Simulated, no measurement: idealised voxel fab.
Herein follows the process module entitled voxel self aligned contacts.
Xsec cut, 145 nm wide, square cell size 5 nm.
We lay out every cross-section as a grid of square cells and spell it out in bands from the top down, where one band means one or more rows of cells.
What a band's entry tells you: where the top is and where the bottom is, as heights in nm, and after that what lies inside, material by material from left to right, each with its width in nm. Empty space is written as the word "air", and a single material marked with the word "edge to edge" occupies the band from edge to edge.
All heights in this document are referenced to 0, defined as the level beneath which the wafer, as received, consists entirely of one material. The lowest band is not bounded below; it extends indefinitely downward and is written in the form "0 down".
Quick explanation for "30 to 40": the width changes in equal steps down the rows of cells, from the first number in the band's top row to the second number in its bottom row.
The designation "stayed the same", where it is given for a processing step, indicates that no cell of the cross-section was altered in the course of that step.
Each empty space that has no open way to the top and spans at least 8 cells appears under "Enclosed cavity list" as width x height at distance, the distance counted from the left edge, all in nm.
after a step's settings: what the simulator itself notes on the step
Each step line may optionally specify "overlay nm", which for a step with a mask gives the rightward distance between the mask's planned place and where it lay, a negative value indicating the leftward direction.
So the way this works: pairs, before and after one process step. The after picture only goes down to the lowest band that actually changed, nothing below. Step and its settings are under each pair. And watch out, pairs might come from different runs of this module, same starting wafer though, so a pair only follows on from the one above if its "State on entry" entry tells you so.
STATE ON ENTRY
> 40 to 25  SiO2=55 | air=35 | SiO2=55
> 25 to 10  SiO2=20 | SiN=45 | air=15 | SiN=45 | SiO2=20
> 10 to 0  SiO2=20 | SiN=5 | polySi=35 | SiN=5 | air=15 | SiN=5 | polySi=35 | SiN=5 | SiO2=20
> 0 to -5  SiO2=65 | air=15 | SiO2=65
> -5 down  Si edge to edge
> Enclosed cavity list: none
RESULTING STRUCTURE
> 45 to 40  TiN=60 | air=25 | TiN=60
> 40 to 30  SiO2=55 | TiN=5 | air=25 | TiN=5 | SiO2=55
> 30 to 25  SiO2=55 | TiN=15 | air=5 | TiN=15 | SiO2=55
> 25 to 10  SiO2=20 | SiN=45 | TiN=5 | air=5 | TiN=5 | SiN=45 | SiO2=20
> 10 to 0  SiO2=20 | SiN=5 | polySi=35 | SiN=5 | TiN=5 | air=5 | TiN=5 | SiN=5 | polySi=35 | SiN=5 | SiO2=20
> 0 to -5  SiO2=65 | TiN=15 | SiO2=65
> Below -5 it's all the same as before, nothing changed down there.
> Enclosed cavity list: none
The step occurring between the two cross-sections depicted above is identified as CONFORMAL_DEP (material TiN; thk nm 5)
State on entry: identical to the post-step cross-section of the immediately preceding pair.
RESULTING STRUCTURE
> 50 to 45  Ru edge to edge
> 45 to 40  TiN=60 | Ru=25 | TiN=60
> 40 to 30  SiO2=55 | TiN=5 | Ru=25 | TiN=5 | SiO2=55
> 30 to 25  SiO2=55 | TiN=15 | Ru=5 | TiN=15 | SiO2=55
> 25 to 10  SiO2=20 | SiN=45 | TiN=5 | Ru=5 | TiN=5 | SiN=45 | SiO2=20
> 10 to 0  SiO2=20 | SiN=5 | polySi=35 | SiN=5 | TiN=5 | Ru=5 | TiN=5 | SiN=5 | polySi=35 | SiN=5 | SiO2=20
> Below 0 it's all the same as before, nothing changed down there.
> Enclosed cavity list: none
The step occurring between the two cross-sections depicted above is identified as FILL_DEP (material Ru; thk nm 5)
State on entry: identical to the post-step cross-section of the immediately preceding pair.
RESULTING STRUCTURE
> 40 to 30  SiO2=55 | TiN=5 | Ru=25 | TiN=5 | SiO2=55
> Below 30 it's all the same as before, nothing changed down there.
> Enclosed cavity list: none
The step occurring between the two cross-sections depicted above is identified as CMP (height nm 40)
State on entry: identical to the post-step cross-section of the immediately preceding pair.
RESULTING STRUCTURE
> 45 to 40  SiN edge to edge
> Below 40 it's all the same as before, nothing changed down there.
> Enclosed cavity list: none
The step occurring between the two cross-sections depicted above is identified as CONFORMAL_DEP (material SiN; thk nm 5)
STATE ON ENTRY
> 45 to 35  aC edge to edge
> 35 to 20  SiN edge to edge
> 20 to 0  polySi edge to edge
> 0 to -5  SiO2 edge to edge
> -5 down  Si edge to edge
> Enclosed cavity list: none
RESULTING STRUCTURE
> 75 to 45  air=30 | resist=25 | air=35 | resist=25 | air=30
> Below 45 it's all the same as before, nothing changed down there.
> Enclosed cavity list: none
The step occurring between the two cross-sections depicted above is identified as PATTERN (tone cover; mask id GATE; material resist; width nm 25; pitch nm 60; thk nm 30; overlay nm 0)
State on entry: identical to the post-step cross-section of the immediately preceding pair.
RESULTING STRUCTURE
> 65 to 45  air=30 | resist=25 | air=35 | resist=25 | air=30
> 45 to 35  air=30 | aC=25 | air=35 | aC=25 | air=30
> Below 35 it's all the same as before, nothing changed down there.
> Enclosed cavity list: none
The step occurring between the two cross-sections depicted above is identified as DIRECTIONAL_ETCH (etch materials aC; depth nm 10)
State on entry: identical to the post-step cross-section of the immediately preceding pair.
RESULTING STRUCTURE
> 45 to 35  air=30 | aC=25 | air=35 | aC=25 | air=30
> Below 35 it's all the same as before, nothing changed down there.
> Enclosed cavity list: none
The step occurring between the two cross-sections depicted above is identified as STRIP (etch materials resist)
State on entry: identical to the post-step cross-section of the immediately preceding pair.
RESULTING STRUCTURE
> 45 to 35  air=30 | aC=25 | air=35 | aC=25 | air=30
> 35 to 20  air=30 | SiN=25 | air=35 | SiN=25 | air=30
> Below 20 it's all the same as before, nothing changed down there.
> Enclosed cavity list: none
The step occurring between the two cross-sections depicted above is identified as DIRECTIONAL_ETCH (etch materials SiN; depth nm 15)
State on entry: identical to the post-step cross-section of the immediately preceding pair.
RESULTING STRUCTURE
> 45 to 35  air=30 | aC=25 | air=35 | aC=25 | air=30
> 35 to 20  air=30 | SiN=25 | air=35 | SiN=25 | air=30
> 20 to 0  air=30 | polySi=25 | air=35 | polySi=25 | air=30
> Below 0 it's all the same as before, nothing changed down there.
> Enclosed cavity list: none
The step occurring between the two cross-sections depicted above is identified as DIRECTIONAL_ETCH (etch materials polySi; depth nm 20)
State on entry: identical to the post-step cross-section of the immediately preceding pair.
RESULTING STRUCTURE
> 35 to 20  air=30 | SiN=25 | air=35 | SiN=25 | air=30
> Below 20 it's all the same as before, nothing changed down there.
> Enclosed cavity list: none
The step occurring between the two cross-sections depicted above is identified as STRIP (etch materials aC)
State on entry: identical to the post-step cross-section of the immediately preceding pair.
RESULTING STRUCTURE
> 40 to 20  air=25 | SiN=35 | air=25 | SiN=35 | air=25
> 20 to 5  air=25 | SiN=5 | polySi=25 | SiN=5 | air=25 | SiN=5 | polySi=25 | SiN=5 | air=25
> 5 to 0  SiN=30 | polySi=25 | SiN=35 | polySi=25 | SiN=30
> Below 0 it's all the same as before, nothing changed down there.
> Enclosed cavity list: none
The step occurring between the two cross-sections depicted above is identified as CONFORMAL_DEP (material SiN; thk nm 5)
State on entry: identical to the post-step cross-section of the immediately preceding pair.
RESULTING STRUCTURE
> 35 to 20  air=25 | SiN=35 | air=25 | SiN=35 | air=25
> 20 to 0  air=25 | SiN=5 | polySi=25 | SiN=5 | air=25 | SiN=5 | polySi=25 | SiN=5 | air=25
> Below 0 it's all the same as before, nothing changed down there.
> Enclosed cavity list: none
The step occurring between the two cross-sections depicted above is identified as DIRECTIONAL_ETCH (etch materials SiN; depth nm 5)
State on entry: identical to the post-step cross-section of the immediately preceding pair.
RESULTING STRUCTURE
> 50 to 35  SiO2 edge to edge
> 35 to 20  SiO2=25 | SiN=35 | SiO2=25 | SiN=35 | SiO2=25
> 20 to 0  SiO2=25 | SiN=5 | polySi=25 | SiN=5 | SiO2=25 | SiN=5 | polySi=25 | SiN=5 | SiO2=25
> Below 0 it's all the same as before, nothing changed down there.
> Enclosed cavity list: none
The step occurring between the two cross-sections depicted above is identified as FILL_DEP (material SiO2; thk nm 15)
State on entry: identical to the post-step cross-section of the immediately preceding pair.
RESULTING STRUCTURE
> 40 to 35  SiO2 edge to edge
> Below 35 it's all the same as before, nothing changed down there.
> Enclosed cavity list: none
The step occurring between the two cross-sections depicted above is identified as CMP (height nm 40)
State on entry: identical to the post-step cross-section of the immediately preceding pair.
RESULTING STRUCTURE
> 40 to 35  SiO2=55 | air=35 | SiO2=55
> 35 to 20  SiO2=25 | SiN=35 | air=25 | SiN=35 | SiO2=25
> 20 to 0  SiO2=25 | SiN=5 | polySi=25 | SiN=5 | air=25 | SiN=5 | polySi=25 | SiN=5 | SiO2=25
> 0 to -5  SiO2=60 | air=25 | SiO2=60
> Below -5 it's all the same as before, nothing changed down there.
> Enclosed cavity list: none
The step occurring between the two cross-sections depicted above is identified as MASKED_ETCH (tone open; mask id CONTACT; width nm 35; etch materials SiO2; depth nm 45; overlay nm 0)
State on entry: identical to the post-step cross-section of the immediately preceding pair.
RESULTING STRUCTURE
> 45 to 40  TiN=60 | air=25 | TiN=60
> 40 to 35  SiO2=55 | TiN=10 | air=15 | TiN=10 | SiO2=55
> 35 to 20  SiO2=25 | SiN=35 | TiN=5 | air=15 | TiN=5 | SiN=35 | SiO2=25
> 20 to 0  SiO2=25 | SiN=5 | polySi=25 | SiN=5 | TiN=5 | air=15 | TiN=5 | SiN=5 | polySi=25 | SiN=5 | SiO2=25
> 0 to -5  SiO2=60 | TiN=25 | SiO2=60
> Below -5 it's all the same as before, nothing changed down there.
> Enclosed cavity list: none
The step occurring between the two cross-sections depicted above is identified as CONFORMAL_DEP (material TiN; thk nm 5)
State on entry: identical to the post-step cross-section of the immediately preceding pair.
RESULTING STRUCTURE
> 50 to 45  Ru edge to edge
> 45 to 40  TiN=60 | Ru=25 | TiN=60
> 40 to 35  SiO2=55 | TiN=10 | Ru=15 | TiN=10 | SiO2=55
> 35 to 20  SiO2=25 | SiN=35 | TiN=5 | Ru=15 | TiN=5 | SiN=35 | SiO2=25
> 20 to 0  SiO2=25 | SiN=5 | polySi=25 | SiN=5 | TiN=5 | Ru=15 | TiN=5 | SiN=5 | polySi=25 | SiN=5 | SiO2=25
> Below 0 it's all the same as before, nothing changed down there.
> Enclosed cavity list: none
The step occurring between the two cross-sections depicted above is identified as FILL_DEP (material Ru; thk nm 5)
State on entry: identical to the post-step cross-section of the immediately preceding pair.
RESULTING STRUCTURE
> 40 to 35  SiO2=55 | TiN=10 | Ru=15 | TiN=10 | SiO2=55
> Below 35 it's all the same as before, nothing changed down there.
> Enclosed cavity list: none
The step occurring between the two cross-sections depicted above is identified as CMP (height nm 40)
State on entry: identical to the post-step cross-section of the immediately preceding pair.
RESULTING STRUCTURE
> 45 to 40  SiN edge to edge
> Below 40 it's all the same as before, nothing changed down there.
> Enclosed cavity list: none
The step occurring between the two cross-sections depicted above is identified as CONFORMAL_DEP (material SiN; thk nm 5)
STATE ON ENTRY
> 40 to 35  SiO2 edge to edge
> 35 to 20  SiO2=20 | SiN=45 | SiO2=15 | SiN=45 | SiO2=20
> 20 to 0  SiO2=20 | SiN=5 | polySi=35 | SiN=5 | SiO2=15 | SiN=5 | polySi=35 | SiN=5 | SiO2=20
> 0 to -5  SiO2 edge to edge
> -5 down  Si edge to edge
> Enclosed cavity list: none
RESULTING STRUCTURE
> 40 to 35  SiO2=45 | air=35 | SiO2=65
> 35 to 20  SiO2=20 | SiN=45 | air=15 | SiN=45 | SiO2=20
> 20 to 0  SiO2=20 | SiN=5 | polySi=35 | SiN=5 | air=15 | SiN=5 | polySi=35 | SiN=5 | SiO2=20
> 0 to -5  SiO2=65 | air=15 | SiO2=65
> Below -5 it's all the same as before, nothing changed down there.
> Enclosed cavity list: none
The step occurring between the two cross-sections depicted above is identified as MASKED_ETCH (tone open; mask id CONTACT; width nm 35; etch materials SiO2; depth nm 45; overlay nm -10)
State on entry: identical to the post-step cross-section of the immediately preceding pair.
RESULTING STRUCTURE
> 45 to 40  TiN=50 | air=25 | TiN=70
> 40 to 35  SiO2=45 | TiN=25 | air=5 | TiN=5 | SiO2=65
> 35 to 20  SiO2=20 | SiN=45 | TiN=5 | air=5 | TiN=5 | SiN=45 | SiO2=20
> 20 to 0  SiO2=20 | SiN=5 | polySi=35 | SiN=5 | TiN=5 | air=5 | TiN=5 | SiN=5 | polySi=35 | SiN=5 | SiO2=20
> 0 to -5  SiO2=65 | TiN=15 | SiO2=65
> Below -5 it's all the same as before, nothing changed down there.
> Enclosed cavity list: none
The step occurring between the two cross-sections depicted above is identified as CONFORMAL_DEP (material TiN; thk nm 5)
State on entry: identical to the post-step cross-section of the immediately preceding pair.
RESULTING STRUCTURE
> 50 to 45  Ru edge to edge
> 45 to 40  TiN=50 | Ru=25 | TiN=70
> 40 to 35  SiO2=45 | TiN=25 | Ru=5 | TiN=5 | SiO2=65
> 35 to 20  SiO2=20 | SiN=45 | TiN=5 | Ru=5 | TiN=5 | SiN=45 | SiO2=20
> 20 to 0  SiO2=20 | SiN=5 | polySi=35 | SiN=5 | TiN=5 | Ru=5 | TiN=5 | SiN=5 | polySi=35 | SiN=5 | SiO2=20
> Below 0 it's all the same as before, nothing changed down there.
> Enclosed cavity list: none
The step occurring between the two cross-sections depicted above is identified as FILL_DEP (material Ru; thk nm 5)
State on entry: identical to the post-step cross-section of the immediately preceding pair.
RESULTING STRUCTURE
> 40 to 35  SiO2=45 | TiN=25 | Ru=5 | TiN=5 | SiO2=65
> Below 35 it's all the same as before, nothing changed down there.
> Enclosed cavity list: none
The step occurring between the two cross-sections depicted above is identified as CMP (height nm 40)
State on entry: identical to the post-step cross-section of the immediately preceding pair.
RESULTING STRUCTURE
> 45 to 40  SiN edge to edge
> Below 40 it's all the same as before, nothing changed down there.
> Enclosed cavity list: none
The step occurring between the two cross-sections depicted above is identified as CONFORMAL_DEP (material SiN; thk nm 5)
STATE ON ENTRY
> 40 to 35  SiO2=55 | TiN=15 | Ru=5 | TiN=15 | SiO2=55
> 35 to 20  SiO2=20 | SiN=45 | TiN=5 | Ru=5 | TiN=5 | SiN=45 | SiO2=20
> 20 to 0  SiO2=20 | SiN=5 | polySi=35 | SiN=5 | TiN=5 | Ru=5 | TiN=5 | SiN=5 | polySi=35 | SiN=5 | SiO2=20
> 0 to -5  SiO2=65 | TiN=15 | SiO2=65
> -5 down  Si edge to edge
> Enclosed cavity list: none
RESULTING STRUCTURE
> 45 to 40  SiO2 edge to edge
> Below 40 it's all the same as before, nothing changed down there.
> Enclosed cavity list: none
The step occurring between the two cross-sections depicted above is identified as CONFORMAL_DEP (material SiO2; thk nm 5)
STATE ON ENTRY
> 45 to 35  aC edge to edge
> 35 to 20  SiN edge to edge
> 20 to 0  polySi edge to edge
> 0 to -5  SiO2 edge to edge
> -5 down  Si edge to edge
> Enclosed cavity list: none
RESULTING STRUCTURE
> 75 to 45  resist=25 | air=35 | resist=25 | air=35 | resist=25
> Below 45 it's all the same as before, nothing changed down there.
> Enclosed cavity list: none
The step occurring between the two cross-sections depicted above is identified as PATTERN (tone open; mask id GATE; material resist; width nm 35; pitch nm 60; thk nm 30; overlay nm 0)
State on entry: identical to the post-step cross-section of the immediately preceding pair.
RESULTING STRUCTURE
> 65 to 45  resist=25 | air=35 | resist=25 | air=35 | resist=25
> 45 to 35  aC=25 | air=35 | aC=25 | air=35 | aC=25
> Below 35 it's all the same as before, nothing changed down there.
> Enclosed cavity list: none
The step occurring between the two cross-sections depicted above is identified as DIRECTIONAL_ETCH (etch materials aC; depth nm 10)
State on entry: identical to the post-step cross-section of the immediately preceding pair.
RESULTING STRUCTURE
> 45 to 35  aC=25 | air=35 | aC=25 | air=35 | aC=25
> Below 35 it's all the same as before, nothing changed down there.
> Enclosed cavity list: none
The step occurring between the two cross-sections depicted above is identified as STRIP (etch materials resist)
State on entry: identical to the post-step cross-section of the immediately preceding pair.
RESULTING STRUCTURE
> 45 to 35  aC=25 | air=35 | aC=25 | air=35 | aC=25
> 35 to 20  SiN=25 | air=35 | SiN=25 | air=35 | SiN=25
> Below 20 it's all the same as before, nothing changed down there.
> Enclosed cavity list: none
The step occurring between the two cross-sections depicted above is identified as DIRECTIONAL_ETCH (etch materials SiN; depth nm 15)
State on entry: identical to the post-step cross-section of the immediately preceding pair.
RESULTING STRUCTURE
> 45 to 35  aC=25 | air=35 | aC=25 | air=35 | aC=25
> 35 to 20  SiN=25 | air=35 | SiN=25 | air=35 | SiN=25
> 20 to 0  polySi=25 | air=35 | polySi=25 | air=35 | polySi=25
> Below 0 it's all the same as before, nothing changed down there.
> Enclosed cavity list: none
The step occurring between the two cross-sections depicted above is identified as DIRECTIONAL_ETCH (etch materials polySi; depth nm 20)
State on entry: identical to the post-step cross-section of the immediately preceding pair.
RESULTING STRUCTURE
> 35 to 20  SiN=25 | air=35 | SiN=25 | air=35 | SiN=25
> Below 20 it's all the same as before, nothing changed down there.
> Enclosed cavity list: none
The step occurring between the two cross-sections depicted above is identified as STRIP (etch materials aC)
State on entry: identical to the post-step cross-section of the immediately preceding pair.
RESULTING STRUCTURE
> 40 to 20  SiN=30 | air=25 | SiN=35 | air=25 | SiN=30
> 20 to 5  polySi=25 | SiN=5 | air=25 | SiN=5 | polySi=25 | SiN=5 | air=25 | SiN=5 | polySi=25
> 5 to 0  polySi=25 | SiN=35 | polySi=25 | SiN=35 | polySi=25
> Below 0 it's all the same as before, nothing changed down there.
> Enclosed cavity list: none
The step occurring between the two cross-sections depicted above is identified as CONFORMAL_DEP (material SiN; thk nm 5)
State on entry: identical to the post-step cross-section of the immediately preceding pair.
RESULTING STRUCTURE
> 35 to 20  SiN=30 | air=25 | SiN=35 | air=25 | SiN=30
> 20 to 0  polySi=25 | SiN=5 | air=25 | SiN=5 | polySi=25 | SiN=5 | air=25 | SiN=5 | polySi=25
> Below 0 it's all the same as before, nothing changed down there.
> Enclosed cavity list: none
The step occurring between the two cross-sections depicted above is identified as DIRECTIONAL_ETCH (etch materials SiN; depth nm 5)
State on entry: identical to the post-step cross-section of the immediately preceding pair.
RESULTING STRUCTURE
> 50 to 35  SiO2 edge to edge
> 35 to 20  SiN=30 | SiO2=25 | SiN=35 | SiO2=25 | SiN=30
> 20 to 0  polySi=25 | SiN=5 | SiO2=25 | SiN=5 | polySi=25 | SiN=5 | SiO2=25 | SiN=5 | polySi=25
> Below 0 it's all the same as before, nothing changed down there.
> Enclosed cavity list: none
The step occurring between the two cross-sections depicted above is identified as FILL_DEP (material SiO2; thk nm 15)
State on entry: identical to the post-step cross-section of the immediately preceding pair.
RESULTING STRUCTURE
> 40 to 35  SiO2 edge to edge
> Below 35 it's all the same as before, nothing changed down there.
> Enclosed cavity list: none
The step occurring between the two cross-sections depicted above is identified as CMP (height nm 40)
State on entry: identical to the post-step cross-section of the immediately preceding pair.
RESULTING STRUCTURE
> 40 to 35  SiO2=55 | air=35 | SiO2=55
> Below 35 it's all the same as before, nothing changed down there.
> Enclosed cavity list: none
The step occurring between the two cross-sections depicted above is identified as MASKED_ETCH (tone open; mask id CONTACT; width nm 35; etch materials SiO2; depth nm 45; overlay nm 0)
State on entry: identical to the post-step cross-section of the immediately preceding pair.
RESULTING STRUCTURE
> 45 to 40  TiN=60 | air=25 | TiN=60
> 40 to 35  SiO2=55 | TiN=35 | SiO2=55
> Below 35 it's all the same as before, nothing changed down there.
> Enclosed cavity list: none
The step occurring between the two cross-sections depicted above is identified as CONFORMAL_DEP (material TiN; thk nm 5)
State on entry: identical to the post-step cross-section of the immediately preceding pair.
RESULTING STRUCTURE
> 50 to 45  Ru edge to edge
> 45 to 40  TiN=60 | Ru=25 | TiN=60
> Below 40 it's all the same as before, nothing changed down there.
> Enclosed cavity list: none
The step occurring between the two cross-sections depicted above is identified as FILL_DEP (material Ru; thk nm 5)
State on entry: identical to the post-step cross-section of the immediately preceding pair.
RESULTING STRUCTURE
> 40 to 35  SiO2=55 | TiN=35 | SiO2=55
> Below 35 it's all the same as before, nothing changed down there.
> Enclosed cavity list: none
The step occurring between the two cross-sections depicted above is identified as CMP (height nm 40)
State on entry: identical to the post-step cross-section of the immediately preceding pair.
RESULTING STRUCTURE
> 45 to 40  SiN edge to edge
> Below 40 it's all the same as before, nothing changed down there.
> Enclosed cavity list: none
The step occurring between the two cross-sections depicted above is identified as CONFORMAL_DEP (material SiN; thk nm 5)
